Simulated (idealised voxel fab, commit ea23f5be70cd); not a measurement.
process module | voxel self aligned contacts
Cross-sectional view cut (width: 255 nm; square cell size: 5 nm).
Reading order for cross-sections: top band down to bottom band. Underlying form: a grid of square cells. Band size: one or more rows of cells.
Band: top height; bottom height; in nm. Then, left to right: material with width in nm, for each material. "everywhere": a single material spanning edge to edge. "blank": empty space.
The reference from which all heights are counted is 0, the level beneath which the as-received wafer is entirely one material; the lowest band, having no lower bound, proceeds downward and is written after the example "0..down".
It should be noted that a width expressed as "30 to 40" varies in equal increments from row to row of cells within the band, taking the value of the first number at the top row and that of the second number at the bottom row.
"changes: none" (step): cross-section cells unchanged, all of them.
The label "Tabulated closed voids" introduces a list of the empty spaces, 8 cells or larger, that have no open way up to the top; each entry in it reads width x height at distance, where the distance is taken from the left edge and all three are stated in nm.
Where a step's line continues beyond its settings, the continuation is a remark by the simulator itself on that step.
When a step includes a mask, the "overlay nm" setting on its line states how far to the right of its planned place that mask lay, and negative values state how far to the left.
[These are the steps we planned for the process]
1) RECEIVE with material Si
2) OXIDIZE with depth nm 5
3) DIRECTIONAL_DEP with material polySi, thk nm 20
4) DIRECTIONAL_DEP with material SiN, thk nm 20
5) DIRECTIONAL_DEP with material aC, thk nm 10
6) PATTERN with tone cover, mask id GATE, material resist, width nm 35, pitch nm 60, thk nm 30, overlay nm 0
7) DIRECTIONAL_ETCH with etch materials aC, depth nm 10
8) STRIP with etch materials resist
9) DIRECTIONAL_ETCH with etch materials SiN, depth nm 20
10) DIRECTIONAL_ETCH with etch materials polySi, depth nm 20
11) STRIP with etch materials aC
12) CONFORMAL_DEP with material SiN, thk nm 5
13) DIRECTIONAL_ETCH with etch materials SiN, depth nm 5
14) FILL_DEP with material SiO2, thk nm 15
15) CMP with height nm 45
16) DIRECTIONAL_DEP with material aC, thk nm 10
17) PATTERN with tone open, mask id CONTACT, material resist, width nm 35, pitch nm 60, thk nm 25, overlay nm 0
18) DIRECTIONAL_ETCH with etch materials aC, depth nm 10
19) STRIP with etch materials resist
20) DIRECTIONAL_ETCH with etch materials SiO2, depth nm 50
21) STRIP with etch materials aC
22) CONFORMAL_DEP with material TiN, thk nm 5
23) FILL_DEP with material W, thk nm 10
24) CMP with height nm 45
25) CONFORMAL_DEP with material SiCN, thk nm 5
[First wafer of two (run as planned)]
[Cross-section, incoming material, after step 1]
    0..down | Si everywhere
    Tabulated closed voids: none
[Cross-section through the wafer, step 2 finished]
    0..-5 | SiO2 everywhere
    All layers under -5 are left as they were.
[Cross-section through the wafer, step 3 finished]
    20..0 | polySi everywhere
    All layers under 0 are left as they were.
[Cross-section through the wafer, step 4 finished]
    40..20 | SiN everywhere
    All layers under 20 are left as they were.
[Cross-section through the wafer, step 5 finished]
    50..40 | aC everywhere
    All layers under 40 are left as they were.
[Cross-section through the wafer, step 6 finished]
    80..50 | 50 of blank / 35 of resist / 25 of blank / 35 of resist / 25 of blank / 35 of resist / 50 of blank
    All layers under 50 are left as they were.
[Cross-section through the wafer, step 7 finished]
    70..50 | 50 of blank / 35 of resist / 25 of blank / 35 of resist / 25 of blank / 35 of resist / 50 of blank
    50..40 | 50 of blank / 35 of aC / 25 of blank / 35 of aC / 25 of blank / 35 of aC / 50 of blank
    All layers under 40 are left as they were.
[Cross-section through the wafer, step 8 finished]
    50..40 | 50 of blank / 35 of aC / 25 of blank / 35 of aC / 25 of blank / 35 of aC / 50 of blank
    All layers under 40 are left as they were.
[Cross-section through the wafer, step 9 finished]
    50..40 | 50 of blank / 35 of aC / 25 of blank / 35 of aC / 25 of blank / 35 of aC / 50 of blank
    40..20 | 50 of blank / 35 of SiN / 25 of blank / 35 of SiN / 25 of blank / 35 of SiN / 50 of blank
    All layers under 20 are left as they were.
[Cross-section through the wafer, step 10 finished]
    50..40 | 50 of blank / 35 of aC / 25 of blank / 35 of aC / 25 of blank / 35 of aC / 50 of blank
    40..20 | 50 of blank / 35 of SiN / 25 of blank / 35 of SiN / 25 of blank / 35 of SiN / 50 of blank
    20..0 | 50 of blank / 35 of polySi / 25 of blank / 35 of polySi / 25 of blank / 35 of polySi / 50 of blank
    All layers under 0 are left as they were.
[Cross-section through the wafer, step 11 finished]
    40..20 | 50 of blank / 35 of SiN / 25 of blank / 35 of SiN / 25 of blank / 35 of SiN / 50 of blank
    All layers under 20 are left as they were.
[Cross-section through the wafer, step 12 finished]
    45..20 | 45 of blank / 45 of SiN / 15 of blank / 45 of SiN / 15 of blank / 45 of SiN / 45 of blank
    20..5 | 45 of blank / 5 of SiN / 35 of polySi / 5 of SiN / 15 of blank / 5 of SiN / 35 of polySi / 5 of SiN / 15 of blank / 5 of SiN / 35 of polySi / 5 of SiN / 45 of blank
    5..0 | 50 of SiN / 35 of polySi / 25 of SiN / 35 of polySi / 25 of SiN / 35 of polySi / 50 of SiN
    All layers under 0 are left as they were.
[Cross-section through the wafer, step 13 finished]
    40..20 | 45 of blank / 45 of SiN / 15 of blank / 45 of SiN / 15 of blank / 45 of SiN / 45 of blank
    20..0 | 45 of blank / 5 of SiN / 35 of polySi / 5 of SiN / 15 of blank / 5 of SiN / 35 of polySi / 5 of SiN / 15 of blank / 5 of SiN / 35 of polySi / 5 of SiN / 45 of blank
    All layers under 0 are left as they were.
[Cross-section through the wafer, step 14 finished]
    55..40 | SiO2 everywhere
    40..20 | 45 of SiO2 / 45 of SiN / 15 of SiO2 / 45 of SiN / 15 of SiO2 / 45 of SiN / 45 of SiO2
    20..0 | 45 of SiO2 / 5 of SiN / 35 of polySi / 5 of SiN / 15 of SiO2 / 5 of SiN / 35 of polySi / 5 of SiN / 15 of SiO2 / 5 of SiN / 35 of polySi / 5 of SiN / 45 of SiO2
    All layers under 0 are left as they were.
[Cross-section through the wafer, step 15 finished]
    45..40 | SiO2 everywhere
    All layers under 40 are left as they were.
[Cross-section through the wafer, step 16 finished]
    55..45 | aC everywhere
    All layers under 45 are left as they were.
[Cross-section through the wafer, step 17 finished]
    80..55 | 80 of resist / 35 of blank / 25 of resist / 35 of blank / 80 of resist
    All layers under 55 are left as they were.
[Cross-section through the wafer, step 18 finished]
    70..55 | 80 of resist / 35 of blank / 25 of resist / 35 of blank / 80 of resist
    55..45 | 80 of aC / 35 of blank / 25 of aC / 35 of blank / 80 of aC
    All layers under 45 are left as they were.
[Cross-section through the wafer, step 19 finished]
    55..45 | 80 of aC / 35 of blank / 25 of aC / 35 of blank / 80 of aC
    All layers under 45 are left as they were.
[Cross-section through the wafer, step 20 finished]
    55..45 | 80 of aC / 35 of blank / 25 of aC / 35 of blank / 80 of aC
    45..40 | 80 of SiO2 / 35 of blank / 25 of SiO2 / 35 of blank / 80 of SiO2
    40..20 | 45 of SiO2 / 45 of SiN / 15 of blank / 45 of SiN / 15 of blank / 45 of SiN / 45 of SiO2
    20..0 | 45 of SiO2 / 5 of SiN / 35 of polySi / 5 of SiN / 15 of blank / 5 of SiN / 35 of polySi / 5 of SiN / 15 of blank / 5 of SiN / 35 of polySi / 5 of SiN / 45 of SiO2
    0..-5 | 90 of SiO2 / 15 of blank / 45 of SiO2 / 15 of blank / 90 of SiO2
    All layers under -5 are left as they were.
[Cross-section through the wafer, step 21 finished]
    45..40 | 80 of SiO2 / 35 of blank / 25 of SiO2 / 35 of blank / 80 of SiO2
    All layers under 40 are left as they were.
[Cross-section through the wafer, step 22 finished]
    50..45 | 85 of TiN / 25 of blank / 35 of TiN / 25 of blank / 85 of TiN
    45..40 | 80 of SiO2 / 15 of TiN / 5 of blank / 15 of TiN / 25 of SiO2 / 15 of TiN / 5 of blank / 15 of TiN / 80 of SiO2
    40..20 | 45 of SiO2 / 45 of SiN / 5 of TiN / 5 of blank / 5 of TiN / 45 of SiN / 5 of TiN / 5 of blank / 5 of TiN / 45 of SiN / 45 of SiO2
    20..0 | 45 of SiO2 / 5 of SiN / 35 of polySi / 5 of SiN / 5 of TiN / 5 of blank / 5 of TiN / 5 of SiN / 35 of polySi / 5 of SiN / 5 of TiN / 5 of blank / 5 of TiN / 5 of SiN / 35 of polySi / 5 of SiN / 45 of SiO2
    0..-5 | 90 of SiO2 / 15 of TiN / 45 of SiO2 / 15 of TiN / 90 of SiO2
    All layers under -5 are left as they were.
[Cross-section through the wafer, step 23 finished]
    60..50 | W everywhere
    50..45 | 85 of TiN / 25 of W / 35 of TiN / 25 of W / 85 of TiN
    45..40 | 80 of SiO2 / 15 of TiN / 5 of W / 15 of TiN / 25 of SiO2 / 15 of TiN / 5 of W / 15 of TiN / 80 of SiO2
    40..20 | 45 of SiO2 / 45 of SiN / 5 of TiN / 5 of W / 5 of TiN / 45 of SiN / 5 of TiN / 5 of W / 5 of TiN / 45 of SiN / 45 of SiO2
    20..0 | 45 of SiO2 / 5 of SiN / 35 of polySi / 5 of SiN / 5 of TiN / 5 of W / 5 of TiN / 5 of SiN / 35 of polySi / 5 of SiN / 5 of TiN / 5 of W / 5 of TiN / 5 of SiN / 35 of polySi / 5 of SiN / 45 of SiO2
    All layers under 0 are left as they were.
[Cross-section through the wafer, step 24 finished]
    45..40 | 80 of SiO2 / 15 of TiN / 5 of W / 15 of TiN / 25 of SiO2 / 15 of TiN / 5 of W / 15 of TiN / 80 of SiO2
    All layers under 40 are left as they were.
[Cross-section through the wafer, step 25 finished]
    50..45 | SiCN everywhere
    All layers under 45 are left as they were.
[Wafer two. Same start, same plan, one slip in execution. Same as wafer one through step 21, inclusive]
[Cross-section: second wafer, time at which step 22 was scheduled to end]
    50..45 | 85 of aC / 25 of blank / 35 of aC / 25 of blank / 85 of aC
    45..40 | 80 of SiO2 / 15 of aC / 5 of blank / 15 of aC / 25 of SiO2 / 15 of aC / 5 of blank / 15 of aC / 80 of SiO2
    40..20 | 45 of SiO2 / 45 of SiN / 5 of aC / 5 of blank / 5 of aC / 45 of SiN / 5 of aC / 5 of blank / 5 of aC / 45 of SiN / 45 of SiO2
    20..0 | 45 of SiO2 / 5 of SiN / 35 of polySi / 5 of SiN / 5 of aC / 5 of blank / 5 of aC / 5 of SiN / 35 of polySi / 5 of SiN / 5 of aC / 5 of blank / 5 of aC / 5 of SiN / 35 of polySi / 5 of SiN / 45 of SiO2
    0..-5 | 90 of SiO2 / 15 of aC / 45 of SiO2 / 15 of aC / 90 of SiO2
    All layers under -5 are left as they were.
[Cross-section: second wafer, time at which step 23 was scheduled to end]
    60..50 | W everywhere
    50..45 | 85 of aC / 25 of W / 35 of aC / 25 of W / 85 of aC
    45..40 | 80 of SiO2 / 15 of aC / 5 of W / 15 of aC / 25 of SiO2 / 15 of aC / 5 of W / 15 of aC / 80 of SiO2
    40..20 | 45 of SiO2 / 45 of SiN / 5 of aC / 5 of W / 5 of aC / 45 of SiN / 5 of aC / 5 of W / 5 of aC / 45 of SiN / 45 of SiO2
    20..0 | 45 of SiO2 / 5 of SiN / 35 of polySi / 5 of SiN / 5 of aC / 5 of W / 5 of aC / 5 of SiN / 35 of polySi / 5 of SiN / 5 of aC / 5 of W / 5 of aC / 5 of SiN / 35 of polySi / 5 of SiN / 45 of SiO2
    All layers under 0 are left as they were.
[Cross-section: second wafer, time at which step 24 was scheduled to end]
    45..40 | 80 of SiO2 / 15 of aC / 5 of W / 15 of aC / 25 of SiO2 / 15 of aC / 5 of W / 15 of aC / 80 of SiO2
    All layers under 40 are left as they were.
[Cross-section: second wafer, time at which step 25 was scheduled to end]
    50..45 | SiCN everywhere
    All layers under 45 are left as they were.
Processing error: step 22 was run on a setting that differed from the plan, and what really ran there is CONFORMAL_DEP with material aC, thk nm 5
At the finish, the second wafer shows more or fewer cells for some materials than the first does: TiN: 50 fewer, aC: 50 more
